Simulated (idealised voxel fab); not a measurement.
process module | voxel transistor to metal
cross-section cut | 180 nm wide | cells 5 nm
A cross-section is a grid of square cells, given in bands from the top down. A band is one or more rows of cells.
Each band's line starts with the height of the band's top and of its bottom, in nm. Then come its materials from left to right, each with its width in nm. One material with "throughout" fills the band from edge to edge. "air" is empty space.
Height 0 is the level under which the wafer as received is all one material. The lowest band goes on downwards, as in "0 down".
A width such as "30 to 40" changes by the same amount from each row of cells to the next, from the band's top row to its bottom row.
"no change" after a step means that no cell of the cross-section changed.
closed voids: empty space of 8 cells or more with no open way to the top, each as width x height at its distance from the left edge, in nm
after a step's settings: what the simulator itself notes on the step
overlay nm, on a step with a mask: how far to the right of its planned place the mask lay; to the left if negative
Each pair below shows a cross-section before one step and the cross-section after it, down to the lowest band that changed. The line under each pair gives the step between them, with its settings. The pairs can come from different runs of this module on the same starting wafer, so a pair continues from the pair above only where its "before" says so.
before
  105 to 75: lowk 45 | air 15 | lowk 55 | air 15 | lowk 50
  75 to 70: SiCN throughout
  70 to 45: lowk 35 | SiN 5 | W 25 | SiN 5 | lowk 35 | SiN 5 | W 25 | SiN 5 | lowk 40
  45 to 40: SiN 40 | TiN 25 | SiN 45 | TiN 25 | SiN 45
  40 to 30: SiO2 45 | TiN 5 | Ru 15 to 10 | TiN 5 to 10 | SiO2 35 | TiN 5 to 10 | Ru 15 to 10 | TiN 5 | SiO2 50
  30 to 20: SiO2 45 | TiN 5 | Ru 10 | TiN 5 | SiN 10 | SiCN 25 | SiN 10 | TiN 5 | Ru 10 | TiN 5 | SiO2 50
  20 to 10: SiO2 45 | TiN 5 | Ru 10 | TiN 5 | SiN 10 | polySi 25 | SiN 10 | TiN 5 | Ru 10 | TiN 5 | SiO2 50
  10 to 5: SiO2 45 | TiN 20 | SiN 10 | polySi 25 | SiN 10 | TiN 20 | SiO2 50
  5 to 0: SiO2 30 | SiN 10 | SiO2 5 | TiN 10 | nSi 10 | SiN 10 | polySi 25 | SiN 10 | nSi 10 | TiN 10 | SiO2 5 | SiN 10 | SiO2 35
  0 to -5: SiO2 45 | TiN 10 | nSi 10 | SiO2 45 | nSi 10 | TiN 10 | SiO2 50
  -5 to -15: SiO2 40 | nSi 25 | Si 45 | nSi 25 | SiO2 45
  -15 to -25: SiO2 40 | Si 95 | SiO2 45
  -25 down: Si throughout
  closed voids: none
after
  105 to 75: lowk 45 | air 15 | lowk 55 | air 15 | lowk 50
  75 to 70: SiCN 45 | air 15 | SiCN 55 | air 15 | SiCN 50
  below 70: unchanged
  closed voids: none
the step between: op MASKED_ETCH | tone open | mask id METAL_2_HOLES | width nm 15 | pitch nm 70 | etch materials SiCN | depth nm 5 | overlay nm 0
before: the cross-section after the pair above
after
  110 to 105: TiN 50 | air 5 | TiN 65 | air 5 | TiN 55
  105 to 75: lowk 45 | TiN 5 | air 5 | TiN 5 | lowk 55 | TiN 5 | air 5 | TiN 5 | lowk 50
  75 to 70: SiCN 45 | TiN 15 | SiCN 55 | TiN 15 | SiCN 50
  below 70: unchanged
  closed voids: none
the step between: op CONFORMAL_DEP | material TiN | thk nm 5
before: the cross-section after the pair above
after
  120 to 110: Cu throughout
  110 to 105: TiN 50 | Cu 5 | TiN 65 | Cu 5 | TiN 55
  105 to 75: lowk 45 | TiN 5 | Cu 5 | TiN 5 | lowk 55 | TiN 5 | Cu 5 | TiN 5 | lowk 50
  below 75: unchanged
  closed voids: none
the step between: op FILL_DEP | material Cu | thk nm 10
before: the cross-section after the pair above
after
  105 to 75: lowk 45 | TiN 5 | Cu 5 | TiN 5 | lowk 55 | TiN 5 | Cu 5 | TiN 5 | lowk 50
  below 75: unchanged
  closed voids: none
the step between: op CMP | height nm 105
before: the cross-section after the pair above
after
  110 to 105: SiCN throughout
  below 105: unchanged
  closed voids: none
the step between: op CONFORMAL_DEP | material SiCN | thk nm 5
before
  55 to 40: aC throughout
  40 to 30: SiO2 throughout
  30 to 20: SiO2 65 | SiN 10 | SiCN 25 | SiN 10 | SiO2 70
  20 to 5: SiO2 65 | SiN 10 | polySi 25 | SiN 10 | SiO2 70
  5 to 0: SiO2 30 | SiN 10 | SiO2 15 | nSi 10 | SiN 10 | polySi 25 | SiN 10 | nSi 10 | SiO2 15 | SiN 10 | SiO2 35
  0 to -5: SiO2 55 | nSi 10 | SiO2 45 | nSi 10 | SiO2 60
  -5 to -15: SiO2 40 | nSi 25 | Si 45 | nSi 25 | SiO2 45
  -15 to -25: SiO2 40 | Si 95 | SiO2 45
  -25 down: Si throughout
  closed voids: none
after
  90 to 55: resist 40 | air 25 | resist 35 | air 25 | resist 55
  below 55: unchanged
  closed voids: none
the step between: op PATTERN | tone open | mask id CONTACT | material resist | width nm 25 | pitch nm 60 | thk nm 35 | overlay nm -5
before: the cross-section after the pair above
after
  75 to 55: resist 40 | air 25 | resist 35 | air 25 | resist 55
  55 to 40: aC 40 | air 25 | aC 35 | air 25 | aC 55
  below 40: unchanged
  closed voids: none
the step between: op DIRECTIONAL_ETCH | etch materials aC | depth nm 15
before: the cross-section after the pair above
after
  55 to 40: aC 40 | air 25 | aC 35 | air 25 | aC 55
  below 40: unchanged
  closed voids: none
the step between: op STRIP | etch materials resist
before: the cross-section after the pair above
after
  55 to 40: aC 40 | air 25 | aC 35 | air 25 | aC 55
  40 to 30: SiO2 40 | air 25 | SiO2 35 | air 25 | SiO2 55
  30 to 20: SiO2 40 | air 25 | SiN 10 | SiCN 25 | SiN 10 | air 15 | SiO2 55
  20 to 5: SiO2 40 | air 25 | SiN 10 | polySi 25 | SiN 10 | air 15 | SiO2 55
  5 to 0: SiO2 30 | SiN 10 | air 15 | nSi 10 | SiN 10 | polySi 25 | SiN 10 | nSi 10 | air 5 | SiO2 10 | SiN 10 | SiO2 35
  0 to -5: SiO2 40 | air 15 | nSi 10 | SiO2 45 | nSi 10 | air 5 | SiO2 55
  below -5: unchanged
  closed voids: none
the step between: op DIRECTIONAL_ETCH | etch materials SiO2 | depth nm 45
before: the cross-section after the pair above
after
  40 to 30: SiO2 40 | air 25 | SiO2 35 | air 25 | SiO2 55
  below 30: unchanged
  closed voids: none
the step between: op STRIP | etch materials aC
before: the cross-section after the pair above
after
  45 to 40: TiN 45 | air 15 | TiN 45 | air 15 | TiN 60
  40 to 30: SiO2 40 | TiN 5 | air 15 | TiN 5 | SiO2 35 | TiN 5 to 15 | air 15 to 5 | TiN 5 | SiO2 55
  30 to 20: SiO2 40 | TiN 5 | air 15 | TiN 5 | SiN 10 | SiCN 25 | SiN 10 | TiN 5 | air 5 | TiN 5 | SiO2 55
  20 to 10: SiO2 40 | TiN 5 | air 15 | TiN 5 | SiN 10 | polySi 25 | SiN 10 | TiN 5 | air 5 | TiN 5 | SiO2 55
  10 to 5: SiO2 40 | TiN 5 | air 5 | TiN 15 | SiN 10 | polySi 25 | SiN 10 | TiN 15 | SiO2 55
  5 to 0: SiO2 30 | SiN 10 | TiN 5 | air 5 | TiN 5 | nSi 10 | SiN 10 | polySi 25 | SiN 10 | nSi 10 | TiN 5 | SiO2 10 | SiN 10 | SiO2 35
  0 to -5: SiO2 40 | TiN 15 | nSi 10 | SiO2 45 | nSi 10 | TiN 5 | SiO2 55
  below -5: unchanged
  closed voids: none
the step between: op CONFORMAL_DEP | material TiN | thk nm 5
before: the cross-section after the pair above
after
  55 to 45: Ru throughout
  45 to 40: TiN 45 | Ru 15 | TiN 45 | Ru 15 | TiN 60
  40 to 30: SiO2 40 | TiN 5 | Ru 15 | TiN 5 | SiO2 35 | TiN 5 to 15 | Ru 15 to 5 | TiN 5 | SiO2 55
  30 to 20: SiO2 40 | TiN 5 | Ru 15 | TiN 5 | SiN 10 | SiCN 25 | SiN 10 | TiN 5 | Ru 5 | TiN 5 | SiO2 55
  20 to 10: SiO2 40 | TiN 5 | Ru 15 | TiN 5 | SiN 10 | polySi 25 | SiN 10 | TiN 5 | Ru 5 | TiN 5 | SiO2 55
  10 to 5: SiO2 40 | TiN 5 | Ru 5 | TiN 15 | SiN 10 | polySi 25 | SiN 10 | TiN 15 | SiO2 55
  5 to 0: SiO2 30 | SiN 10 | TiN 5 | Ru 5 | TiN 5 | nSi 10 | SiN 10 | polySi 25 | SiN 10 | nSi 10 | TiN 5 | SiO2 10 | SiN 10 | SiO2 35
  below 0: unchanged
  closed voids: none
the step between: op FILL_DEP | material Ru | thk nm 10
before: the cross-section after the pair above
after
  40 to 30: SiO2 40 | TiN 5 | Ru 15 | TiN 5 | SiO2 35 | TiN 5 to 15 | Ru 15 to 5 | TiN 5 | SiO2 55
  below 30: unchanged
  closed voids: none
the step between: op CMP | height nm 40
before: the cross-section after the pair above
after
  45 to 40: TiN throughout
  below 40: unchanged
  closed voids: none
the step between: op DIRECTIONAL_DEP | material TiN | thk nm 5
before: the cross-section after the pair above
after
  70 to 45: W throughout
  below 45: unchanged
  closed voids: none
the step between: op DIRECTIONAL_DEP | material W | thk nm 25
before: the cross-section after the pair above
after
  85 to 70: aC throughout
  below 70: unchanged
  closed voids: none
the step between: op DIRECTIONAL_DEP | material aC | thk nm 15
before: the cross-section after the pair above
after
  120 to 85: air 45 | resist 15 | air 55 | resist 15 | air 50
  below 85: unchanged
  closed voids: none
the step between: op PATTERN | tone cover | mask id METAL_1 | material resist | width nm 15 | pitch nm 70 | thk nm 35 | overlay nm 0
before: the cross-section after the pair above
after
  105 to 85: air 45 | resist 15 | air 55 | resist 15 | air 50
  85 to 70: air 45 | aC 15 | air 55 | aC 15 | air 50
  below 70: unchanged
  closed voids: none
the step between: op DIRECTIONAL_ETCH | etch materials aC | depth nm 15
before: the cross-section after the pair above
after
  85 to 70: air 45 | aC 15 | air 55 | aC 15 | air 50
  below 70: unchanged
  closed voids: none
the step between: op STRIP | etch materials resist
before: the cross-section after the pair above
after
  85 to 70: air 45 | aC 15 | air 55 | aC 15 | air 50
  70 to 45: air 45 | W 15 | air 55 | W 15 | air 50
  below 45: unchanged
  closed voids: none
the step between: op DIRECTIONAL_ETCH | etch materials W | depth nm 25
before: the cross-section after the pair above
after
  85 to 70: air 45 | aC 15 | air 55 | aC 15 | air 50
  70 to 45: air 45 | W 15 | air 55 | W 15 | air 50
  45 to 40: air 45 | TiN 15 | air 55 | TiN 15 | air 50
  below 40: unchanged
  closed voids: none
the step between: op DIRECTIONAL_ETCH | etch materials TiN | depth nm 5
before: the cross-section after the pair above
after
  70 to 45: air 45 | W 15 | air 55 | W 15 | air 50
  below 45: unchanged
  closed voids: none
the step between: op STRIP | etch materials aC
before: the cross-section after the pair above
after
  75 to 70: air 40 | SiN 25 | air 45 | SiN 25 | air 45
  70 to 45: air 40 | SiN 5 | W 15 | SiN 5 | air 45 | SiN 5 | W 15 | SiN 5 | air 45
  45 to 40: SiN 45 | TiN 15 | SiN 55 | TiN 15 | SiN 50
  below 40: unchanged
  closed voids: none
the step between: op CONFORMAL_DEP | material SiN | thk nm 5
before: the cross-section after the pair above
after
  85 to 75: lowk throughout
  75 to 70: lowk 40 | SiN 25 | lowk 45 | SiN 25 | lowk 45
  70 to 45: lowk 40 | SiN 5 | W 15 | SiN 5 | lowk 45 | SiN 5 | W 15 | SiN 5 | lowk 45
  below 45: unchanged
  closed voids: none
the step between: op FILL_DEP | material lowk | thk nm 10
before: the cross-section after the pair above
after
  70 to 45: lowk 40 | SiN 5 | W 15 | SiN 5 | lowk 45 | SiN 5 | W 15 | SiN 5 | lowk 45
  below 45: unchanged
  closed voids: none
the step between: op CMP | height nm 70
before: the cross-section after the pair above
after
  75 to 70: SiCN throughout
  below 70: unchanged
  closed voids: none
the step between: op CONFORMAL_DEP | material SiCN | thk nm 5
before: the cross-section after the pair above
after
  105 to 75: lowk throughout
  below 75: unchanged
  closed voids: none
the step between: op DIRECTIONAL_DEP | material lowk | thk nm 30
before: the cross-section after the pair above
after
  120 to 105: aC throughout
  below 105: unchanged
  closed voids: none
the step between: op DIRECTIONAL_DEP | material aC | thk nm 15
before: the cross-section after the pair above
after
  155 to 120: resist 45 | air 15 | resist 55 | air 15 | resist 50
  below 120: unchanged
  closed voids: none
the step between: op PATTERN | tone open | mask id METAL_2 | material resist | width nm 15 | pitch nm 70 | thk nm 35 | overlay nm 0
before: the cross-section after the pair above
after
  140 to 120: resist 45 | air 15 | resist 55 | air 15 | resist 50
  120 to 105: aC 45 | air 15 | aC 55 | air 15 | aC 50
  below 105: unchanged
  closed voids: none
the step between: op DIRECTIONAL_ETCH | etch materials aC | depth nm 15
before: the cross-section after the pair above
after
  120 to 105: aC 45 | air 15 | aC 55 | air 15 | aC 50
  below 105: unchanged
  closed voids: none
the step between: op STRIP | etch materials resist
before: the cross-section after the pair above
after
  120 to 105: aC 45 | air 15 | aC 55 | air 15 | aC 50
  105 to 90: lowk 45 | air 15 | lowk 55 | air 15 | lowk 50
  below 90: unchanged
  closed voids: none
the step between: op DIRECTIONAL_ETCH | etch materials lowk | depth nm 15
before: the cross-section after the pair above
after
  105 to 90: lowk 45 | air 15 | lowk 55 | air 15 | lowk 50
  below 90: unchanged
  closed voids: none
the step between: op STRIP | etch materials aC
before: the cross-section after the pair above
after
  105 to 75: lowk 45 | air 15 | lowk 55 | air 15 | lowk 50
  below 75: unchanged
  closed voids: none
the step between: op MASKED_ETCH | tone open | mask id METAL_2_HOLES | width nm 15 | pitch nm 70 | etch materials lowk | depth nm 15 | overlay nm 0
before: the cross-section after the pair above
after
  105 to 75: lowk 45 | air 15 | lowk 55 | air 15 | lowk 50
  75 to 70: SiCN 45 | air 15 | SiCN 55 | air 15 | SiCN 50
  below 70: unchanged
  closed voids: none
the step between: op MASKED_ETCH | tone open | mask id METAL_2_HOLES | width nm 15 | pitch nm 70 | etch materials SiCN | depth nm 5 | overlay nm 0
before: the cross-section after the pair above
after
  110 to 105: TiN 50 | air 5 | TiN 65 | air 5 | TiN 55
  105 to 75: lowk 45 | TiN 5 | air 5 | TiN 5 | lowk 55 | TiN 5 | air 5 | TiN 5 | lowk 50
  75 to 70: SiCN 45 | TiN 15 | SiCN 55 | TiN 15 | SiCN 50
  below 70: unchanged
  closed voids: none
the step between: op CONFORMAL_DEP | material TiN | thk nm 5
before: the cross-section after the pair above
after
  120 to 110: Cu throughout
  110 to 105: TiN 50 | Cu 5 | TiN 65 | Cu 5 | TiN 55
  105 to 75: lowk 45 | TiN 5 | Cu 5 | TiN 5 | lowk 55 | TiN 5 | Cu 5 | TiN 5 | lowk 50
  below 75: unchanged
  closed voids: none
the step between: op FILL_DEP | material Cu | thk nm 10
before: the cross-section after the pair above
after
  105 to 75: lowk 45 | TiN 5 | Cu 5 | TiN 5 | lowk 55 | TiN 5 | Cu 5 | TiN 5 | lowk 50
  below 75: unchanged
  closed voids: none
the step between: op CMP | height nm 105
before: the cross-section after the pair above
after
  110 to 105: SiCN throughout
  below 105: unchanged
  closed voids: none
the step between: op CONFORMAL_DEP | material SiCN | thk nm 5
before
  5 to 0: SiO2 30 | air 115 | SiO2 35
  0 to -5: SiO2 throughout
  -5 to -25: SiO2 40 | Si 95 | SiO2 45
  -25 down: Si throughout
  closed voids: none
after
  25 to 20: lowk 30 | air 115 | lowk 35
  20 to 5: lowk throughout
  5 to 0: SiO2 30 | lowk 115 | SiO2 35
  below 0: unchanged
  closed voids: none
the step between: op DIRECTIONAL_DEP | material lowk | thk nm 20
before: the cross-section after the pair above
after
  35 to 30: SiCN 30 | air 115 | SiCN 35
  30 to 25: SiCN throughout
  25 to 20: lowk 30 | SiCN 115 | lowk 35
  below 20: unchanged
  closed voids: none
the step between: op DIRECTIONAL_DEP | material SiCN | thk nm 10
before: the cross-section after the pair above
after
  55 to 35: air 75 | resist 25 | air 80
  35 to 30: SiCN 30 | air 45 | resist 25 | air 45 | SiCN 35
  below 30: unchanged
  closed voids: none
the step between: op PATTERN | tone cover | mask id GATE | material resist | width nm 25 | thk nm 20 | overlay nm 0
before: the cross-section after the pair above
after
  55 to 30: air 75 | resist 25 | air 80
  30 to 25: air 75 | SiCN 25 | air 80
  25 to 20: lowk 30 | air 45 | SiCN 25 | air 45 | lowk 35
  below 20: unchanged
  closed voids: none
the step between: op DIRECTIONAL_ETCH | etch materials SiCN | depth nm 20
before: the cross-section after the pair above
after
  30 to 25: air 75 | SiCN 25 | air 80
  below 25: unchanged
  closed voids: none
the step between: op STRIP | etch materials resist
before: the cross-section after the pair above
after
  40 to 35: air 65 | SiN 45 | air 70
  35 to 30: SiN 40 | air 25 | SiN 45 | air 25 | SiN 45
  30 to 25: SiN 75 | SiCN 25 | SiN 80
  25 to 20: lowk 30 | SiN 45 | SiCN 25 | SiN 45 | lowk 35
  below 20: unchanged
  closed voids: none
the step between: op CONFORMAL_DEP | material SiN | thk nm 10
before: the cross-section after the pair above
after
  30 to 25: air 65 | SiN 10 | SiCN 25 | SiN 10 | air 70
  25 to 20: lowk 30 | SiN 10 | air 25 | SiN 10 | SiCN 25 | SiN 10 | air 25 | SiN 10 | lowk 35
  below 20: unchanged
  closed voids: none
the step between: op DIRECTIONAL_ETCH | etch materials SiN | depth nm 10
before: the cross-section after the pair above
after
  40 to 30: SiO2 throughout
  30 to 25: SiO2 65 | SiN 10 | SiCN 25 | SiN 10 | SiO2 70
  25 to 20: lowk 30 | SiN 10 | SiO2 25 | SiN 10 | SiCN 25 | SiN 10 | SiO2 25 | SiN 10 | lowk 35
  below 20: unchanged
  closed voids: none
the step between: op FILL_DEP | material SiO2 | thk nm 10
before: the cross-section after the pair above
after
  30 to 25: SiO2 65 | SiN 10 | SiCN 25 | SiN 10 | SiO2 70
  below 25: unchanged
  closed voids: none
the step between: op CMP | height nm 30
before: the cross-section after the pair above
after
  40 to 30: SiO2 throughout
  below 30: unchanged
  closed voids: none
the step between: op DIRECTIONAL_DEP | material SiO2 | thk nm 10
before: the cross-section after the pair above
after
  55 to 40: aC throughout
  below 40: unchanged
  closed voids: none
the step between: op DIRECTIONAL_DEP | material aC | thk nm 15
before: the cross-section after the pair above
after
  90 to 55: resist 45 | air 25 | resist 35 | air 25 | resist 50
  below 55: unchanged
  closed voids: none
the step between: op PATTERN | tone open | mask id CONTACT | material resist | width nm 25 | pitch nm 60 | thk nm 35 | overlay nm 0
before: the cross-section after the pair above
after
  75 to 55: resist 45 | air 25 | resist 35 | air 25 | resist 50
  55 to 40: aC 45 | air 25 | aC 35 | air 25 | aC 50
  below 40: unchanged
  closed voids: none
the step between: op DIRECTIONAL_ETCH | etch materials aC | depth nm 15
before: the cross-section after the pair above
after
  55 to 40: aC 45 | air 25 | aC 35 | air 25 | aC 50
  below 40: unchanged
  closed voids: none
the step between: op STRIP | etch materials resist
before: the cross-section after the pair above
after
  55 to 40: aC 45 | air 25 | aC 35 | air 25 | aC 50
  40 to 30: SiO2 45 | air 25 | SiO2 35 | air 25 | SiO2 50
  30 to 25: SiO2 45 | air 20 | SiN 10 | SiCN 25 | SiN 10 | air 20 | SiO2 50
  25 to 20: lowk 30 | SiN 10 | SiO2 5 | air 20 | SiN 10 | SiCN 25 | SiN 10 | air 20 | SiO2 5 | SiN 10 | lowk 35
  below 20: unchanged
  closed voids: none
the step between: op DIRECTIONAL_ETCH | etch materials SiO2 | depth nm 45
before: the cross-section after the pair above
after
  40 to 30: SiO2 45 | air 25 | SiO2 35 | air 25 | SiO2 50
  below 30: unchanged
  closed voids: none
the step between: op STRIP | etch materials aC
before: the cross-section after the pair above
after
  45 to 40: TiN 50 | air 15 | TiN 45 | air 15 | TiN 55
  40 to 30: SiO2 45 | TiN 5 | air 15 to 10 | TiN 5 to 10 | SiO2 35 | TiN 5 to 10 | air 15 to 10 | TiN 5 | SiO2 50
  30 to 25: SiO2 45 | TiN 5 | air 10 | TiN 5 | SiN 10 | SiCN 25 | SiN 10 | TiN 5 | air 10 | TiN 5 | SiO2 50
  25 to 20: lowk 30 | SiN 10 | SiO2 5 | TiN 20 | SiN 10 | SiCN 25 | SiN 10 | TiN 20 | SiO2 5 | SiN 10 | lowk 35
  below 20: unchanged
  closed voids: none
the step between: op CONFORMAL_DEP | material TiN | thk nm 5
before: the cross-section after the pair above
after
  55 to 45: Ru throughout
  45 to 40: TiN 50 | Ru 15 | TiN 45 | Ru 15 | TiN 55
  40 to 30: SiO2 45 | TiN 5 | Ru 15 to 10 | TiN 5 to 10 | SiO2 35 | TiN 5 to 10 | Ru 15 to 10 | TiN 5 | SiO2 50
  30 to 25: SiO2 45 | TiN 5 | Ru 10 | TiN 5 | SiN 10 | SiCN 25 | SiN 10 | TiN 5 | Ru 10 | TiN 5 | SiO2 50
  below 25: unchanged
  closed voids: none
the step between: op FILL_DEP | material Ru | thk nm 10
before: the cross-section after the pair above
after
  40 to 30: SiO2 45 | TiN 5 | Ru 15 to 10 | TiN 5 to 10 | SiO2 35 | TiN 5 to 10 | Ru 15 to 10 | TiN 5 | SiO2 50
  below 30: unchanged
  closed voids: none
the step between: op CMP | height nm 40
before: the cross-section after the pair above
after
  45 to 40: TiN throughout
  below 40: unchanged
  closed voids: none
the step between: op DIRECTIONAL_DEP | material TiN | thk nm 5
before: the cross-section after the pair above
after
  70 to 45: W throughout
  below 45: unchanged
  closed voids: none
the step between: op DIRECTIONAL_DEP | material W | thk nm 25
before: the cross-section after the pair above
after
  85 to 70: aC throughout
  below 70: unchanged
  closed voids: none
the step between: op DIRECTIONAL_DEP | material aC | thk nm 15
before: the cross-section after the pair above
after
  120 to 85: air 45 | resist 15 | air 55 | resist 15 | air 50
  below 85: unchanged
  closed voids: none
the step between: op PATTERN | tone cover | mask id METAL_1 | material resist | width nm 15 | pitch nm 70 | thk nm 35 | overlay nm 0
before: the cross-section after the pair above
after
  105 to 85: air 45 | resist 15 | air 55 | resist 15 | air 50
  85 to 70: air 45 | aC 15 | air 55 | aC 15 | air 50
  below 70: unchanged
  closed voids: none
the step between: op DIRECTIONAL_ETCH | etch materials aC | depth nm 15
before: the cross-section after the pair above
after
  85 to 70: air 45 | aC 15 | air 55 | aC 15 | air 50
  below 70: unchanged
  closed voids: none
the step between: op STRIP | etch materials resist
before: the cross-section after the pair above
after
  85 to 70: air 45 | aC 15 | air 55 | aC 15 | air 50
  70 to 45: air 45 | W 15 | air 55 | W 15 | air 50
  below 45: unchanged
  closed voids: none
the step between: op DIRECTIONAL_ETCH | etch materials W | depth nm 25
before: the cross-section after the pair above
after
  85 to 70: air 45 | aC 15 | air 55 | aC 15 | air 50
  70 to 45: air 45 | W 15 | air 55 | W 15 | air 50
  45 to 40: air 45 | TiN 15 | air 55 | TiN 15 | air 50
  below 40: unchanged
  closed voids: none
the step between: op DIRECTIONAL_ETCH | etch materials TiN | depth nm 5
before: the cross-section after the pair above
after
  70 to 45: air 45 | W 15 | air 55 | W 15 | air 50
  below 45: unchanged
  closed voids: none
the step between: op STRIP | etch materials aC
before: the cross-section after the pair above
after
  75 to 70: air 40 | SiN 25 | air 45 | SiN 25 | air 45
  70 to 45: air 40 | SiN 5 | W 15 | SiN 5 | air 45 | SiN 5 | W 15 | SiN 5 | air 45
  45 to 40: SiN 45 | TiN 15 | SiN 55 | TiN 15 | SiN 50
  below 40: unchanged
  closed voids: none
the step between: op CONFORMAL_DEP | material SiN | thk nm 5
before: the cross-section after the pair above
after
  85 to 75: lowk throughout
  75 to 70: lowk 40 | SiN 25 | lowk 45 | SiN 25 | lowk 45
  70 to 45: lowk 40 | SiN 5 | W 15 | SiN 5 | lowk 45 | SiN 5 | W 15 | SiN 5 | lowk 45
  below 45: unchanged
  closed voids: none
the step between: op FILL_DEP | material lowk | thk nm 10
before: the cross-section after the pair above
after
  70 to 45: lowk 40 | SiN 5 | W 15 | SiN 5 | lowk 45 | SiN 5 | W 15 | SiN 5 | lowk 45
  below 45: unchanged
  closed voids: none
the step between: op CMP | height nm 70
before: the cross-section after the pair above
after
  75 to 70: SiCN throughout
  below 70: unchanged
  closed voids: none
the step between: op CONFORMAL_DEP | material SiCN | thk nm 5
before: the cross-section after the pair above
after
  105 to 75: lowk throughout
  below 75: unchanged
  closed voids: none
the step between: op DIRECTIONAL_DEP | material lowk | thk nm 30
before: the cross-section after the pair above
after
  120 to 105: aC throughout
  below 105: unchanged
  closed voids: none
the step between: op DIRECTIONAL_DEP | material aC | thk nm 15
before: the cross-section after the pair above
after
  155 to 120: resist 45 | air 15 | resist 55 | air 15 | resist 50
  below 120: unchanged
  closed voids: none
the step between: op PATTERN | tone open | mask id METAL_2 | material resist | width nm 15 | pitch nm 70 | thk nm 35 | overlay nm 0
before: the cross-section after the pair above
after
  140 to 120: resist 45 | air 15 | resist 55 | air 15 | resist 50
  120 to 105: aC 45 | air 15 | aC 55 | air 15 | aC 50
  below 105: unchanged
  closed voids: none
the step between: op DIRECTIONAL_ETCH | etch materials aC | depth nm 15
before: the cross-section after the pair above
after
  120 to 105: aC 45 | air 15 | aC 55 | air 15 | aC 50
  below 105: unchanged
  closed voids: none
the step between: op STRIP | etch materials resist
before: the cross-section after the pair above
after
  120 to 105: aC 45 | air 15 | aC 55 | air 15 | aC 50
  105 to 90: lowk 45 | air 15 | lowk 55 | air 15 | lowk 50
  below 90: unchanged
  closed voids: none
the step between: op DIRECTIONAL_ETCH | etch materials lowk | depth nm 15
before: the cross-section after the pair above
after
  105 to 90: lowk 45 | air 15 | lowk 55 | air 15 | lowk 50
  below 90: unchanged
  closed voids: none
the step between: op STRIP | etch materials aC
before: the cross-section after the pair above
after
  105 to 75: lowk 45 | air 15 | lowk 55 | air 15 | lowk 50
  below 75: unchanged
  closed voids: none
the step between: op MASKED_ETCH | tone open | mask id METAL_2_HOLES | width nm 15 | pitch nm 70 | etch materials lowk | depth nm 15 | overlay nm 0
before: the cross-section after the pair above
after
  105 to 75: lowk 45 | air 15 | lowk 55 | air 15 | lowk 50
  75 to 70: SiCN 45 | air 15 | SiCN 55 | air 15 | SiCN 50
  below 70: unchanged
  closed voids: none
the step between: op MASKED_ETCH | tone open | mask id METAL_2_HOLES | width nm 15 | pitch nm 70 | etch materials SiCN | depth nm 5 | overlay nm 0
before: the cross-section after the pair above
after
  110 to 105: TiN 50 | air 5 | TiN 65 | air 5 | TiN 55
  105 to 75: lowk 45 | TiN 5 | air 5 | TiN 5 | lowk 55 | TiN 5 | air 5 | TiN 5 | lowk 50
  75 to 70: SiCN 45 | TiN 15 | SiCN 55 | TiN 15 | SiCN 50
  below 70: unchanged
  closed voids: none
the step between: op CONFORMAL_DEP | material TiN | thk nm 5
before: the cross-section after the pair above
after
  120 to 110: Cu throughout
  110 to 105: TiN 50 | Cu 5 | TiN 65 | Cu 5 | TiN 55
  105 to 75: lowk 45 | TiN 5 | Cu 5 | TiN 5 | lowk 55 | TiN 5 | Cu 5 | TiN 5 | lowk 50
  below 75: unchanged
  closed voids: none
the step between: op FILL_DEP | material Cu | thk nm 10
before: the cross-section after the pair above
after
  105 to 75: lowk 45 | TiN 5 | Cu 5 | TiN 5 | lowk 55 | TiN 5 | Cu 5 | TiN 5 | lowk 50
  below 75: unchanged
  closed voids: none
the step between: op CMP | height nm 105
before: the cross-section after the pair above
after
  110 to 105: SiCN throughout
  below 105: unchanged
  closed voids: none
the step between: op CONFORMAL_DEP | material SiCN | thk nm 5
before
  35 to 30: SiCN 30 | air 115 | SiCN 35
  30 to 25: SiCN throughout
  25 to 20: polySi 30 | SiCN 115 | polySi 35
  20 to 5: polySi throughout
  5 to 0: SiO2 30 | polySi 115 | SiO2 35
  0 to -5: SiO2 throughout
  -5 to -25: SiO2 40 | Si 95 | SiO2 45
  -25 down: Si throughout
  closed voids: none
after
  55 to 35: resist 75 | air 25 | resist 80
  35 to 30: SiCN 30 | resist 45 | air 25 | resist 45 | SiCN 35
  below 30: unchanged
  closed voids: none
the step between: op PATTERN | tone open | mask id GATE | material resist | width nm 25 | thk nm 20 | overlay nm 0
before: the cross-section after the pair above
after
  55 to 35: resist 75 | air 25 | resist 80
  35 to 30: SiCN 30 | resist 45 | air 25 | resist 45 | SiCN 35
  30 to 25: SiCN 75 | air 25 | SiCN 80
  25 to 20: polySi 30 | SiCN 45 | air 25 | SiCN 45 | polySi 35
  below 20: unchanged
  closed voids: none
the step between: op DIRECTIONAL_ETCH | etch materials SiCN | depth nm 20
before: the cross-section after the pair above
after
  55 to 35: resist 75 | air 25 | resist 80
  35 to 30: SiCN 30 | resist 45 | air 25 | resist 45 | SiCN 35
  30 to 25: SiCN 75 | air 25 | SiCN 80
  25 to 20: polySi 30 | SiCN 45 | air 25 | SiCN 45 | polySi 35
  20 to 5: polySi 75 | air 25 | polySi 80
  5 to 0: SiO2 30 | polySi 45 | air 25 | polySi 45 | SiO2 35
  below 0: unchanged
  closed voids: none
the step between: op DIRECTIONAL_ETCH | etch materials polySi | depth nm 30
before: the cross-section after the pair above
after
  35 to 25: SiCN 30 to 75 | air 115 to 25 | SiCN 35 to 80
  below 25: unchanged
  closed voids: none
the step between: op STRIP | etch materials resist
before: the cross-section after the pair above
after
  45 to 35: SiN 40 to 85 | air 95 to 5 | SiN 45 to 90
  35 to 25: SiCN 30 to 75 | SiN 55 to 10 | air 5 | SiN 55 to 10 | SiCN 35 to 80
  25 to 20: polySi 30 | SiCN 45 | SiN 10 | air 5 | SiN 10 | SiCN 45 | polySi 35
  20 to 10: polySi 75 | SiN 10 | air 5 | SiN 10 | polySi 80
  10 to 5: polySi 75 | SiN 25 | polySi 80
  5 to 0: SiO2 30 | polySi 45 | SiN 25 | polySi 45 | SiO2 35
  below 0: unchanged
  closed voids: none
the step between: op CONFORMAL_DEP | material SiN | thk nm 10
before: the cross-section after the pair above
after
  35 to 25: SiCN 30 to 75 | SiN 10 | air 95 to 5 | SiN 10 | SiCN 35 to 80
  25 to 20: polySi 30 | SiCN 45 | SiN 10 | air 5 | SiN 10 | SiCN 45 | polySi 35
  20 to 5: polySi 75 | SiN 10 | air 5 | SiN 10 | polySi 80
  5 to 0: SiO2 30 | polySi 45 | SiN 10 | air 5 | SiN 10 | polySi 45 | SiO2 35
  below 0: unchanged
  closed voids: none
the step between: op DIRECTIONAL_ETCH | etch materials SiN | depth nm 10
